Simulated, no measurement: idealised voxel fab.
You're looking at the process module voxel fin reveal.
Cross-section cut spans 200 nm and uses square cells 5 nm in size.
Each cross-section below is a grid of square cells, stated as bands in top-down order, with one or more rows of cells making up each band. The band entry comprises the height of the band's top followed by the height of its bottom, expressed in nm, and subsequently the band's materials from left to right, each stated together with its width in nm. Where a single material is marked with the word "everywhere", that material fills the band from edge to edge. The word "air" represents empty space. All heights in this document are referenced to 0, defined as the level beneath which the wafer, as received, consists entirely of one material. The lowest band is not bounded below; it extends indefinitely downward and is written in the form "z 0 and below". Think of "30..40" as a width that walks from the first number to the second as you go down the band, top row to bottom row, taking equal-sized steps from row to row. Step note "nothing was modified" = no cross-section cell changed. Listed in "Closed void catalog": every empty space of 8 or more cells without an open way to the top. Form: width x height at distance, the distance being from the left edge, all in nm. Note: text after step settings on the step line = simulator remark on that step. overlay nm: on a step with a mask, how far right of its planned place the mask lay; negative means left.

**The steps planned for the process are as follows**
- 1: RECEIVE,material Si
- 2: CONFORMAL_DEP,material SiN,thk nm 10
- 3: MASKED_ETCH,tone cover,mask id FINS,width nm 15,pitch nm 45,etch materials SiN,depth nm 10,overlay nm 0
- 4: MASKED_ETCH,tone cover,mask id FINS,width nm 15,pitch nm 45,etch materials Si,depth nm 40,overlay nm 0
- 5: OXIDIZE,depth nm 5
- 6: FILL_DEP,material SiO2,thk nm 10
- 7: CMP,height nm 10
- 8: SELECTIVE_ETCH,etch materials SiO2,depth nm 40
- 9: STRIP,etch materials SiN

**Wafer at receipt (post step 1), cross-section**
  z 0 and below = Si everywhere
  Closed void catalog: none

**This is how the wafer looks in cross-section once the module is done, given the starting state and plan above and one mistake in carrying the plan out**
  z 0 to -5 = Si 65, then air 25, then Si 20, then air 25, then Si 65
  z -5 and below = Si everywhere
  Closed void catalog: none
The mistake made against the process plan was this: step 3 was not run as planned; what actually ran was MASKED_ETCH,tone open,mask id FINS,width nm 15,pitch nm 45,etch materials SiN,depth nm 10,overlay nm 0
